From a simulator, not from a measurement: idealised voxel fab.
Documented hereafter: the process module known as voxel wiring stack.
The cross-section on display is named cut; it measures 180 nm wide, and its cells are 5 nm squares.
Reading order for cross-sections: top band down to bottom band. Underlying form: a grid of square cells. Band size: one or more rows of cells.
Band: top and bottom heights (nm) first, top before bottom; then materials from left to right, widths in nm. "full width" marks a sole material filling the band edge to edge. "empty" denotes empty space.
Zero point of the height axis is 0; under it, received wafer = one material. Lowest band: continues down indefinitely, "0 and below".
It should be noted that a width expressed as "30 to 40" varies in equal increments from row to row of cells within the band, taking the value of the first number at the top row and that of the second number at the bottom row.
What does "nothing changed" mean for a step? It means no cell of the cross-section changed in that step.
Empty spaces without an open route to the top, at least 8 cells in extent, make up the entry "Trapped voids"; each is given as width x height at distance, where the distance is measured from the left edge, and all are in nm.
Formally, on a step line, whatever follows the settings is a remark that the simulator itself makes on the step.
If you see "overlay nm" on a step's line and that step has a mask, it's telling you how far right of where it was planned the mask ended up; a negative number means it went left instead.
Set out below are the planned steps of the process
1: op RECEIVE | material Si
2: op CONFORMAL_DEP | material SiO2 | thk nm 10
3: op DIRECTIONAL_DEP | material TiN | thk nm 5
4: op DIRECTIONAL_DEP | material W | thk nm 15
5: op DIRECTIONAL_DEP | material aC | thk nm 15
6: op PATTERN | tone cover | mask id METAL_1 | material resist | width nm 20 | pitch nm 45 | thk nm 30 | overlay nm 0
7: op DIRECTIONAL_ETCH | etch materials aC | depth nm 15
8: op STRIP | etch materials resist
9: op DIRECTIONAL_ETCH | etch materials W | depth nm 15
10: op DIRECTIONAL_ETCH | etch materials TiN | depth nm 5
11: op STRIP | etch materials aC
12: op FILL_DEP | material SiO2 | thk nm 10
13: op CMP | height nm 30
14: op CONFORMAL_DEP | material SiCN | thk nm 5
15: op DIRECTIONAL_DEP | material lowk | thk nm 35
16: op DIRECTIONAL_DEP | material aC | thk nm 15
17: op PATTERN | tone open | mask id METAL_2_HOLES | material resist | width nm 15 | thk nm 35 | overlay nm 0
18: op DIRECTIONAL_ETCH | etch materials aC | depth nm 15
19: op STRIP | etch materials resist
20: op DIRECTIONAL_ETCH | etch materials lowk | depth nm 35
21: op STRIP | etch materials aC
22: op DIRECTIONAL_DEP | material aC | thk nm 15
23: op PATTERN | tone open | mask id METAL_2 | material resist | width nm 20 | pitch nm 45 | thk nm 30 | overlay nm 0
24: op DIRECTIONAL_ETCH | etch materials aC | depth nm 15
25: op STRIP | etch materials resist
26: op DIRECTIONAL_ETCH | etch materials lowk | depth nm 20
27: op DIRECTIONAL_ETCH | etch materials SiCN | depth nm 5
28: op STRIP | etch materials aC
29: op CONFORMAL_DEP | material TiN | thk nm 5
30: op FILL_DEP | material Cu | thk nm 5
31: op CMP | height nm 70
32: op CONFORMAL_DEP | material SiN | thk nm 5
Account of the first of two wafers, which was processed as intended
Wafer cross-section on receipt, i.e. after step 1
- 0 and below | Si full width
- Trapped voids: none
The wafer, seen in cross-section, after step 2
- 10 down to 0 | SiO2 full width
- Below 0, no change.
The wafer, seen in cross-section, after step 3
- 15 down to 10 | TiN full width
- Below 10, no change.
The wafer, seen in cross-section, after step 4
- 30 down to 15 | W full width
- Below 15, no change.
The wafer, seen in cross-section, after step 5
- 45 down to 30 | aC full width
- Below 30, no change.
The wafer, seen in cross-section, after step 6
- 75 down to 45 | 55 of empty, then 20 of resist, then 25 of empty, then 20 of resist, then 60 of empty
- Below 45, no change.
The wafer, seen in cross-section, after step 7
- 60 down to 45 | 55 of empty, then 20 of resist, then 25 of empty, then 20 of resist, then 60 of empty
- 45 down to 30 | 55 of empty, then 20 of aC, then 25 of empty, then 20 of aC, then 60 of empty
- Below 30, no change.
The wafer, seen in cross-section, after step 8
- 45 down to 30 | 55 of empty, then 20 of aC, then 25 of empty, then 20 of aC, then 60 of empty
- Below 30, no change.
The wafer, seen in cross-section, after step 9
- 45 down to 30 | 55 of empty, then 20 of aC, then 25 of empty, then 20 of aC, then 60 of empty
- 30 down to 15 | 55 of empty, then 20 of W, then 25 of empty, then 20 of W, then 60 of empty
- Below 15, no change.
The wafer, seen in cross-section, after step 10
- 45 down to 30 | 55 of empty, then 20 of aC, then 25 of empty, then 20 of aC, then 60 of empty
- 30 down to 15 | 55 of empty, then 20 of W, then 25 of empty, then 20 of W, then 60 of empty
- 15 down to 10 | 55 of empty, then 20 of TiN, then 25 of empty, then 20 of TiN, then 60 of empty
- Below 10, no change.
The wafer, seen in cross-section, after step 11
- 30 down to 15 | 55 of empty, then 20 of W, then 25 of empty, then 20 of W, then 60 of empty
- Below 15, no change.
The wafer, seen in cross-section, after step 12
- 40 down to 30 | SiO2 full width
- 30 down to 15 | 55 of SiO2, then 20 of W, then 25 of SiO2, then 20 of W, then 60 of SiO2
- 15 down to 10 | 55 of SiO2, then 20 of TiN, then 25 of SiO2, then 20 of TiN, then 60 of SiO2
- Below 10, no change.
The wafer, seen in cross-section, after step 13
- 30 down to 15 | 55 of SiO2, then 20 of W, then 25 of SiO2, then 20 of W, then 60 of SiO2
- Below 15, no change.
The wafer, seen in cross-section, after step 14
- 35 down to 30 | SiCN full width
- Below 30, no change.
The wafer, seen in cross-section, after step 15
- 70 down to 35 | lowk full width
- Below 35, no change.
The wafer, seen in cross-section, after step 16
- 85 down to 70 | aC full width
- Below 70, no change.
The wafer, seen in cross-section, after step 17
- 120 down to 85 | 55 of resist, then 15 of empty, then 110 of resist
- Below 85, no change.
The wafer, seen in cross-section, after step 18
- 105 down to 85 | 55 of resist, then 15 of empty, then 110 of resist
- 85 down to 70 | 55 of aC, then 15 of empty, then 110 of aC
- Below 70, no change.
The wafer, seen in cross-section, after step 19
- 85 down to 70 | 55 of aC, then 15 of empty, then 110 of aC
- Below 70, no change.
The wafer, seen in cross-section, after step 20
- 85 down to 70 | 55 of aC, then 15 of empty, then 110 of aC
- 70 down to 35 | 55 of lowk, then 15 of empty, then 110 of lowk
- Below 35, no change.
The wafer, seen in cross-section, after step 21
- 70 down to 35 | 55 of lowk, then 15 of empty, then 110 of lowk
- Below 35, no change.
The wafer, seen in cross-section, after step 22
- 85 down to 70 | 55 of aC, then 15 of empty, then 110 of aC
- 70 down to 50 | 55 of lowk, then 15 of empty, then 110 of lowk
- 50 down to 35 | 55 of lowk, then 15 of aC, then 110 of lowk
- Below 35, no change.
The wafer, seen in cross-section, after step 23
- 115 down to 85 | 55 of resist, then 20 of empty, then 25 of resist, then 20 of empty, then 60 of resist
- Below 85, no change.
The wafer, seen in cross-section, after step 24
- 100 down to 85 | 55 of resist, then 20 of empty, then 25 of resist, then 20 of empty, then 60 of resist
- 85 down to 70 | 55 of aC, then 20 of empty, then 25 of aC, then 20 of empty, then 60 of aC
- 70 down to 35 | 55 of lowk, then 15 of empty, then 110 of lowk
- Below 35, no change.
The wafer, seen in cross-section, after step 25
- 85 down to 70 | 55 of aC, then 20 of empty, then 25 of aC, then 20 of empty, then 60 of aC
- Below 70, no change.
The wafer, seen in cross-section, after step 26
- 85 down to 70 | 55 of aC, then 20 of empty, then 25 of aC, then 20 of empty, then 60 of aC
- 70 down to 50 | 55 of lowk, then 20 of empty, then 25 of lowk, then 20 of empty, then 60 of lowk
- Below 50, no change.
The wafer, seen in cross-section, after step 27
- 85 down to 70 | 55 of aC, then 20 of empty, then 25 of aC, then 20 of empty, then 60 of aC
- 70 down to 50 | 55 of lowk, then 20 of empty, then 25 of lowk, then 20 of empty, then 60 of lowk
- 50 down to 35 | 55 of lowk, then 15 of empty, then 110 of lowk
- 35 down to 30 | 55 of SiCN, then 15 of empty, then 110 of SiCN
- Below 30, no change.
The wafer, seen in cross-section, after step 28
- 70 down to 50 | 55 of lowk, then 20 of empty, then 25 of lowk, then 20 of empty, then 60 of lowk
- Below 50, no change.
The wafer, seen in cross-section, after step 29
- 75 down to 70 | 60 of TiN, then 10 of empty, then 35 of TiN, then 10 of empty, then 65 of TiN
- 70 down to 55 | 55 of lowk, then 5 of TiN, then 10 of empty, then 5 of TiN, then 25 of lowk, then 5 of TiN, then 10 of empty, then 5 of TiN, then 60 of lowk
- 55 down to 50 | 55 of lowk, then 5 of TiN, then 5 of empty, then 10 of TiN, then 25 of lowk, then 20 of TiN, then 60 of lowk
- 50 down to 35 | 55 of lowk, then 5 of TiN, then 5 of empty, then 5 of TiN, then 110 of lowk
- 35 down to 30 | 55 of SiCN, then 15 of TiN, then 110 of SiCN
- Below 30, no change.
The wafer, seen in cross-section, after step 30
- 80 down to 75 | Cu full width
- 75 down to 70 | 60 of TiN, then 10 of Cu, then 35 of TiN, then 10 of Cu, then 65 of TiN
- 70 down to 55 | 55 of lowk, then 5 of TiN, then 10 of Cu, then 5 of TiN, then 25 of lowk, then 5 of TiN, then 10 of Cu, then 5 of TiN, then 60 of lowk
- 55 down to 50 | 55 of lowk, then 5 of TiN, then 5 of Cu, then 10 of TiN, then 25 of lowk, then 20 of TiN, then 60 of lowk
- 50 down to 35 | 55 of lowk, then 5 of TiN, then 5 of Cu, then 5 of TiN, then 110 of lowk
- Below 35, no change.
The wafer, seen in cross-section, after step 31
- 70 down to 55 | 55 of lowk, then 5 of TiN, then 10 of Cu, then 5 of TiN, then 25 of lowk, then 5 of TiN, then 10 of Cu, then 5 of TiN, then 60 of lowk
- Below 55, no change.
The wafer, seen in cross-section, after step 32
- 75 down to 70 | SiN full width
- Below 70, no change.
The second wafer was prepared from the same starting point and under the same plan as the first; its processing contained one mistake, and it remains indistinguishable from the first wafer up to and including step 1
Cross-section of the second wafer at the time by which step 2 should have been completed according to the plan: nothing changed
Cross-section of the second wafer at the time by which step 3 should have been completed according to the plan
- 5 down to 0 | TiN full width
- Below 0, no change.
Cross-section of the second wafer at the time by which step 4 should have been completed according to the plan
- 20 down to 5 | W full width
- Below 5, no change.
Cross-section of the second wafer at the time by which step 5 should have been completed according to the plan
- 35 down to 20 | aC full width
- Below 20, no change.
Cross-section of the second wafer at the time by which step 6 should have been completed according to the plan
- 65 down to 35 | 55 of empty, then 20 of resist, then 25 of empty, then 20 of resist, then 60 of empty
- Below 35, no change.
Cross-section of the second wafer at the time by which step 7 should have been completed according to the plan
- 50 down to 35 | 55 of empty, then 20 of resist, then 25 of empty, then 20 of resist, then 60 of empty
- 35 down to 20 | 55 of empty, then 20 of aC, then 25 of empty, then 20 of aC, then 60 of empty
- Below 20, no change.
Cross-section of the second wafer at the time by which step 8 should have been completed according to the plan
- 35 down to 20 | 55 of empty, then 20 of aC, then 25 of empty, then 20 of aC, then 60 of empty
- Below 20, no change.
Cross-section of the second wafer at the time by which step 9 should have been completed according to the plan
- 35 down to 20 | 55 of empty, then 20 of aC, then 25 of empty, then 20 of aC, then 60 of empty
- 20 down to 5 | 55 of empty, then 20 of W, then 25 of empty, then 20 of W, then 60 of empty
- Below 5, no change.
Cross-section of the second wafer at the time by which step 10 should have been completed according to the plan
- 35 down to 20 | 55 of empty, then 20 of aC, then 25 of empty, then 20 of aC, then 60 of empty
- 20 down to 5 | 55 of empty, then 20 of W, then 25 of empty, then 20 of W, then 60 of empty
- 5 down to 0 | 55 of empty, then 20 of TiN, then 25 of empty, then 20 of TiN, then 60 of empty
- Below 0, no change.
Cross-section of the second wafer at the time by which step 11 should have been completed according to the plan
- 20 down to 5 | 55 of empty, then 20 of W, then 25 of empty, then 20 of W, then 60 of empty
- Below 5, no change.
Cross-section of the second wafer at the time by which step 12 should have been completed according to the plan
- 30 down to 20 | SiO2 full width
- 20 down to 5 | 55 of SiO2, then 20 of W, then 25 of SiO2, then 20 of W, then 60 of SiO2
- 5 down to 0 | 55 of SiO2, then 20 of TiN, then 25 of SiO2, then 20 of TiN, then 60 of SiO2
- Below 0, no change.
Cross-section of the second wafer at the time by which step 13 should have been completed according to the plan: nothing changed
Cross-section of the second wafer at the time by which step 14 should have been completed according to the plan
- 35 down to 30 | SiCN full width
- Below 30, no change.
Cross-section of the second wafer at the time by which step 15 should have been completed according to the plan
- 70 down to 35 | lowk full width
- Below 35, no change.
Cross-section of the second wafer at the time by which step 16 should have been completed according to the plan
- 85 down to 70 | aC full width
- Below 70, no change.
Cross-section of the second wafer at the time by which step 17 should have been completed according to the plan
- 120 down to 85 | 55 of resist, then 15 of empty, then 110 of resist
- Below 85, no change.
Cross-section of the second wafer at the time by which step 18 should have been completed according to the plan
- 105 down to 85 | 55 of resist, then 15 of empty, then 110 of resist
- 85 down to 70 | 55 of aC, then 15 of empty, then 110 of aC
- Below 70, no change.
Cross-section of the second wafer at the time by which step 19 should have been completed according to the plan
- 85 down to 70 | 55 of aC, then 15 of empty, then 110 of aC
- Below 70, no change.
Cross-section of the second wafer at the time by which step 20 should have been completed according to the plan
- 85 down to 70 | 55 of aC, then 15 of empty, then 110 of aC
- 70 down to 35 | 55 of lowk, then 15 of empty, then 110 of lowk
- Below 35, no change.
Cross-section of the second wafer at the time by which step 21 should have been completed according to the plan
- 70 down to 35 | 55 of lowk, then 15 of empty, then 110 of lowk
- Below 35, no change.
Cross-section of the second wafer at the time by which step 22 should have been completed according to the plan
- 85 down to 70 | 55 of aC, then 15 of empty, then 110 of aC
- 70 down to 50 | 55 of lowk, then 15 of empty, then 110 of lowk
- 50 down to 35 | 55 of lowk, then 15 of aC, then 110 of lowk
- Below 35, no change.
Cross-section of the second wafer at the time by which step 23 should have been completed according to the plan
- 115 down to 85 | 55 of resist, then 20 of empty, then 25 of resist, then 20 of empty, then 60 of resist
- Below 85, no change.
Cross-section of the second wafer at the time by which step 24 should have been completed according to the plan
- 100 down to 85 | 55 of resist, then 20 of empty, then 25 of resist, then 20 of empty, then 60 of resist
- 85 down to 70 | 55 of aC, then 20 of empty, then 25 of aC, then 20 of empty, then 60 of aC
- 70 down to 35 | 55 of lowk, then 15 of empty, then 110 of lowk
- Below 35, no change.
Cross-section of the second wafer at the time by which step 25 should have been completed according to the plan
- 85 down to 70 | 55 of aC, then 20 of empty, then 25 of aC, then 20 of empty, then 60 of aC
- Below 70, no change.
Cross-section of the second wafer at the time by which step 26 should have been completed according to the plan
- 85 down to 70 | 55 of aC, then 20 of empty, then 25 of aC, then 20 of empty, then 60 of aC
- 70 down to 50 | 55 of lowk, then 20 of empty, then 25 of lowk, then 20 of empty, then 60 of lowk
- Below 50, no change.
Cross-section of the second wafer at the time by which step 27 should have been completed according to the plan
- 85 down to 70 | 55 of aC, then 20 of empty, then 25 of aC, then 20 of empty, then 60 of aC
- 70 down to 50 | 55 of lowk, then 20 of empty, then 25 of lowk, then 20 of empty, then 60 of lowk
- 50 down to 35 | 55 of lowk, then 15 of empty, then 110 of lowk
- 35 down to 30 | 55 of SiCN, then 15 of empty, then 110 of SiCN
- Below 30, no change.
Cross-section of the second wafer at the time by which step 28 should have been completed according to the plan
- 70 down to 50 | 55 of lowk, then 20 of empty, then 25 of lowk, then 20 of empty, then 60 of lowk
- Below 50, no change.
Cross-section of the second wafer at the time by which step 29 should have been completed according to the plan
- 75 down to 70 | 60 of TiN, then 10 of empty, then 35 of TiN, then 10 of empty, then 65 of TiN
- 70 down to 55 | 55 of lowk, then 5 of TiN, then 10 of empty, then 5 of TiN, then 25 of lowk, then 5 of TiN, then 10 of empty, then 5 of TiN, then 60 of lowk
- 55 down to 50 | 55 of lowk, then 5 of TiN, then 5 of empty, then 10 of TiN, then 25 of lowk, then 20 of TiN, then 60 of lowk
- 50 down to 35 | 55 of lowk, then 5 of TiN, then 5 of empty, then 5 of TiN, then 110 of lowk
- 35 down to 30 | 55 of SiCN, then 15 of TiN, then 110 of SiCN
- Below 30, no change.
Cross-section of the second wafer at the time by which step 30 should have been completed according to the plan
- 80 down to 75 | Cu full width
- 75 down to 70 | 60 of TiN, then 10 of Cu, then 35 of TiN, then 10 of Cu, then 65 of TiN
- 70 down to 55 | 55 of lowk, then 5 of TiN, then 10 of Cu, then 5 of TiN, then 25 of lowk, then 5 of TiN, then 10 of Cu, then 5 of TiN, then 60 of lowk
- 55 down to 50 | 55 of lowk, then 5 of TiN, then 5 of Cu, then 10 of TiN, then 25 of lowk, then 20 of TiN, then 60 of lowk
- 50 down to 35 | 55 of lowk, then 5 of TiN, then 5 of Cu, then 5 of TiN, then 110 of lowk
- Below 35, no change.
Cross-section of the second wafer at the time by which step 31 should have been completed according to the plan
- 70 down to 55 | 55 of lowk, then 5 of TiN, then 10 of Cu, then 5 of TiN, then 25 of lowk, then 5 of TiN, then 10 of Cu, then 5 of TiN, then 60 of lowk
- Below 55, no change.
Cross-section of the second wafer at the time by which step 32 should have been completed according to the plan
- 75 down to 70 | SiN full width
- Below 70, no change.
Plan not followed: the plan's step 2 was left out and never carried out
Same inventory, different map: at the end, the second wafer holds as many cells of each material as the first, placed elsewhere.
